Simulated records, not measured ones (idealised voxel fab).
Process module, titled voxel transistor to metal
Xsec cut, 290 nm wide, square cell size 5 nm.
Cross-section = grid of square cells, listed top down in bands; band = one or more rows.
Quick guide to a band line: top height, bottom height (nm) up front; then every material left to right with its width in nm. Only one material and it's marked "edge to edge"? Then it fills the band edge to edge. And "blank" just means empty space.
Beneath 0, the wafer as received is one material, and that level is where height counting begins. The lowest band goes on downward without a bottom; it is written like "0 and below".
Quick explanation for "30->40": the width changes in equal steps down the rows of cells, from the first number in the band's top row to the second number in its bottom row.
Step note "no modifications" = no cross-section cell changed.
"Closed void list" contains a list of empty spaces, each no smaller than 8 cells and without an open way to the top, written in the form width x height at distance with the distance from the left edge and all three in nm.
Past the settings on a step's line: simulator remark, on that step.
overlay nm: for a step with a mask, the amount by which the mask lay right of where it was planned; a negative amount means left of it.
PROCESS STEPS FORESEEN IN THE PLAN
| 1 | RECEIVE: material Si |
| 2 | OXIDIZE: depth nm 5 |
| 3 | CONFORMAL_DEP: material SiN, thk nm 10 |
| 4 | PATTERN: tone cover, mask id ACTIVE, material resist, width nm 115, pitch nm 140, thk nm 15, overlay nm 0 |
| 5 | DIRECTIONAL_ETCH: etch materials SiN, depth nm 10 |
| 6 | DIRECTIONAL_ETCH: etch materials SiO2, depth nm 5 |
| 7 | DIRECTIONAL_ETCH: etch materials Si, depth nm 20 |
| 8 | STRIP: etch materials resist |
| 9 | FILL_DEP: material SiO2, thk nm 10 |
| 10 | CMP: height nm 10 |
| 11 | SELECTIVE_ETCH: etch materials SiO2, depth nm 5 |
| 12 | STRIP: etch materials SiN |
| 13 | SELECTIVE_ETCH: etch materials SiO2, depth nm 5 |
| 14 | OXIDIZE: depth nm 5 |
| 15 | DIRECTIONAL_DEP: material polySi, thk nm 30 |
| 16 | DIRECTIONAL_DEP: material SiCN, thk nm 15 |
| 17 | DIRECTIONAL_DEP: material aC, thk nm 10 |
| 18 | PATTERN: tone cover, mask id GATE, material resist, width nm 25, pitch nm 140, thk nm 25, overlay nm 0 |
| 19 | DIRECTIONAL_ETCH: etch materials aC, depth nm 10 |
| 20 | STRIP: etch materials resist |
| 21 | DIRECTIONAL_ETCH: etch materials SiCN, depth nm 25 |
| 22 | DIRECTIONAL_ETCH: etch materials polySi, depth nm 40 |
| 23 | STRIP: etch materials aC |
| 24 | CONFORMAL_DEP: material SiO2, thk nm 5 |
| 25 | DIRECTIONAL_ETCH: etch materials SiO2, depth nm 5 |
| 26 | CONFORMAL_DEP: material SiN, thk nm 10 |
| 27 | DIRECTIONAL_ETCH: etch materials SiN, depth nm 10 |
| 28 | DIRECTIONAL_ETCH: etch materials SiO2, depth nm 5 |
| 29 | DIRECTIONAL_ETCH: etch materials Si, depth nm 15 |
| 30 | EPI: material SiGe, thk nm 15 |
| 31 | FILL_DEP: material SiO2, thk nm 5 |
| 32 | CMP: height nm 40 |
| 33 | DIRECTIONAL_DEP: material SiO2, thk nm 15 |
| 34 | MASKED_ETCH: tone open, mask id CONTACT, width nm 30, etch materials SiO2, depth nm 50, overlay nm 0 |
| 35 | CONFORMAL_DEP: material TiN, thk nm 5 |
| 36 | FILL_DEP: material W, thk nm 5 |
| 37 | CMP: height nm 55 |
| 38 | CONFORMAL_DEP: material SiN, thk nm 5 |
| 39 | DIRECTIONAL_DEP: material lowk, thk nm 15 |
| 40 | MASKED_ETCH: tone open, mask id METAL_1, width nm 20, etch materials lowk, depth nm 15, overlay nm 0 |
| 41 | MASKED_ETCH: tone open, mask id METAL_1, width nm 20, etch materials SiN, depth nm 5, overlay nm 0 |
| 42 | CONFORMAL_DEP: material TiN, thk nm 5 |
| 43 | FILL_DEP: material Cu, thk nm 10 |
| 44 | CMP: height nm 75 |
| 45 | EPI: material Ru, thk nm 5 |
| 46 | FILL_DEP: material SiCN, thk nm 5 |
AS RECEIVED (POST STEP 1): CROSS-SECTION
> 0 and below | Si edge to edge
> Closed void list: none
WAFER CROSS-SECTION AT MODULE END: FIRST OF TWO, RUN TO PLAN
> 85 down to 80 | SiCN edge to edge
> 80 down to 75 | 20 SiCN / 30 Ru / 45 SiCN / 30 Ru / 35 SiCN / 30 Ru / 45 SiCN / 30 Ru / 25 SiCN
> 75 down to 60 | 25 lowk / 5 TiN / 10 Cu / 5 TiN / 55 lowk / 5 TiN / 10 Cu / 5 TiN / 45 lowk / 5 TiN / 10 Cu / 5 TiN / 55 lowk / 5 TiN / 10 Cu / 5 TiN / 30 lowk
> 60 down to 55 | 25 SiN / 20 TiN / 55 SiN / 20 TiN / 45 SiN / 20 TiN / 55 SiN / 20 TiN / 30 SiN
> 55 down to 45 | 25 SiO2 / 5 TiN / 20 W / 5 TiN / 35 SiO2 / 5 TiN / 20 W / 5 TiN / 45 SiO2 / 5 TiN / 20 W / 5 TiN / 35 SiO2 / 5 TiN / 20 W / 5 TiN / 30 SiO2
> 45 down to 40 | 25 SiO2 / 5 TiN / 10 W / 15 TiN / 35 SiO2 / 15 TiN / 10 W / 5 TiN / 45 SiO2 / 5 TiN / 10 W / 15 TiN / 35 SiO2 / 15 TiN / 10 W / 5 TiN / 30 SiO2
> 40 down to 25 | 25 SiO2 / 5 TiN / 10 W / 5 TiN / 10 SiN / 5 SiO2 / 25 SiCN / 5 SiO2 / 10 SiN / 5 TiN / 10 W / 5 TiN / 45 SiO2 / 5 TiN / 10 W / 5 TiN / 10 SiN / 5 SiO2 / 25 SiCN / 5 SiO2 / 10 SiN / 5 TiN / 10 W / 5 TiN / 30 SiO2
> 25 down to 10 | 25 SiO2 / 5 TiN / 10 W / 5 TiN / 10 SiN / 5 SiO2 / 25 polySi / 5 SiO2 / 10 SiN / 5 TiN / 10 W / 5 TiN / 45 SiO2 / 5 TiN / 10 W / 5 TiN / 10 SiN / 5 SiO2 / 25 polySi / 5 SiO2 / 10 SiN / 5 TiN / 10 W / 5 TiN / 30 SiO2
> 10 down to 5 | 25 SiO2 / 20 TiN / 10 SiN / 5 SiO2 / 25 polySi / 5 SiO2 / 10 SiN / 20 TiN / 45 SiO2 / 20 TiN / 10 SiN / 5 SiO2 / 25 polySi / 5 SiO2 / 10 SiN / 20 TiN / 30 SiO2
> 5 down to 0 | 20 SiO2 / 25 SiGe / 10 SiN / 5 SiO2 / 25 polySi / 5 SiO2 / 10 SiN / 25 SiGe / 35 SiO2 / 25 SiGe / 10 SiN / 5 SiO2 / 25 polySi / 5 SiO2 / 10 SiN / 25 SiGe / 25 SiO2
> 0 down to -5 | 15 SiO2 / 10 SiN / 20 SiGe / 10 SiN / 5 SiO2 / 25 polySi / 5 SiO2 / 10 SiN / 20 SiGe / 10 SiN / 25 SiO2 / 10 SiN / 20 SiGe / 10 SiN / 5 SiO2 / 25 polySi / 5 SiO2 / 10 SiN / 20 SiGe / 10 SiN / 20 SiO2
> -5 down to -10 | 25 SiO2 / 20 SiGe / 55 SiO2 / 20 SiGe / 45 SiO2 / 20 SiGe / 55 SiO2 / 20 SiGe / 30 SiO2
> -10 down to -25 | 15 SiO2 / 10 Si / 20 SiGe / 55 Si / 20 SiGe / 10 Si / 25 SiO2 / 10 Si / 20 SiGe / 55 Si / 20 SiGe / 10 Si / 20 SiO2
> -25 and below | Si edge to edge
> Closed void list: none
MODULE END: CROSS-SECTION OF WAFER TWO OF TWO. SAME START AND PROCESS PLAN AS THE FIRST WAFER. ONE MISTAKE DURING EXECUTION
> 85 down to 80 | SiCN edge to edge
> 80 down to 75 | 25 SiCN / 30 Ru / 45 SiCN / 30 Ru / 35 SiCN / 30 Ru / 45 SiCN / 30 Ru / 20 SiCN
> 75 down to 65 | 30 lowk / 5 TiN / 10 Cu / 5 TiN / 55 lowk / 5 TiN / 10 Cu / 5 TiN / 45 lowk / 5 TiN / 10 Cu / 5 TiN / 55 lowk / 5 TiN / 10 Cu / 5 TiN / 25 lowk
> 65 down to 60 | 30 lowk / 5 TiN / 5 Cu / 10 TiN / 55 lowk / 5 TiN / 5 Cu / 10 TiN / 45 lowk / 5 TiN / 5 Cu / 10 TiN / 55 lowk / 5 TiN / 5 Cu / 10 TiN / 25 lowk
> 60 down to 55 | 30 SiN / 15 TiN / 60 SiN / 15 TiN / 50 SiN / 15 TiN / 60 SiN / 15 TiN / 30 SiN
> 55 down to 45 | 25 SiO2 / 5 TiN / 20 W / 5 TiN / 35 SiO2 / 5 TiN / 20 W / 5 TiN / 45 SiO2 / 5 TiN / 20 W / 5 TiN / 35 SiO2 / 5 TiN / 20 W / 5 TiN / 30 SiO2
> 45 down to 40 | 25 SiO2 / 5 TiN / 10 W / 15 TiN / 35 SiO2 / 15 TiN / 10 W / 5 TiN / 45 SiO2 / 5 TiN / 10 W / 15 TiN / 35 SiO2 / 15 TiN / 10 W / 5 TiN / 30 SiO2
> 40 down to 25 | 25 SiO2 / 5 TiN / 10 W / 5 TiN / 10 SiN / 5 SiO2 / 25 SiCN / 5 SiO2 / 10 SiN / 5 TiN / 10 W / 5 TiN / 45 SiO2 / 5 TiN / 10 W / 5 TiN / 10 SiN / 5 SiO2 / 25 SiCN / 5 SiO2 / 10 SiN / 5 TiN / 10 W / 5 TiN / 30 SiO2
> 25 down to 10 | 25 SiO2 / 5 TiN / 10 W / 5 TiN / 10 SiN / 5 SiO2 / 25 polySi / 5 SiO2 / 10 SiN / 5 TiN / 10 W / 5 TiN / 45 SiO2 / 5 TiN / 10 W / 5 TiN / 10 SiN / 5 SiO2 / 25 polySi / 5 SiO2 / 10 SiN / 5 TiN / 10 W / 5 TiN / 30 SiO2
> 10 down to 5 | 25 SiO2 / 20 TiN / 10 SiN / 5 SiO2 / 25 polySi / 5 SiO2 / 10 SiN / 20 TiN / 45 SiO2 / 20 TiN / 10 SiN / 5 SiO2 / 25 polySi / 5 SiO2 / 10 SiN / 20 TiN / 30 SiO2
> 5 down to 0 | 20 SiO2 / 25 SiGe / 10 SiN / 5 SiO2 / 25 polySi / 5 SiO2 / 10 SiN / 25 SiGe / 35 SiO2 / 25 SiGe / 10 SiN / 5 SiO2 / 25 polySi / 5 SiO2 / 10 SiN / 25 SiGe / 25 SiO2
> 0 down to -5 | 15 SiO2 / 10 SiN / 20 SiGe / 10 SiN / 5 SiO2 / 25 polySi / 5 SiO2 / 10 SiN / 20 SiGe / 10 SiN / 25 SiO2 / 10 SiN / 20 SiGe / 10 SiN / 5 SiO2 / 25 polySi / 5 SiO2 / 10 SiN / 20 SiGe / 10 SiN / 20 SiO2
> -5 down to -10 | 25 SiO2 / 20 SiGe / 55 SiO2 / 20 SiGe / 45 SiO2 / 20 SiGe / 55 SiO2 / 20 SiGe / 30 SiO2
> -10 down to -25 | 15 SiO2 / 10 Si / 20 SiGe / 55 Si / 20 SiGe / 10 Si / 25 SiO2 / 10 Si / 20 SiGe / 55 Si / 20 SiGe / 10 Si / 20 SiO2
> -25 and below | Si edge to edge
> Closed void list: none
Where did the run depart from the plan? the process deviated at step 40: the operation and settings actually run there were MASKED_ETCH: tone open, mask id METAL_1, width nm 20, etch materials lowk, depth nm 15, overlay nm 5
Wrapping up, a cell-based count of both wafers puts the second over or under the first for these materials: Cu: 4 fewer, SiN: 4 more
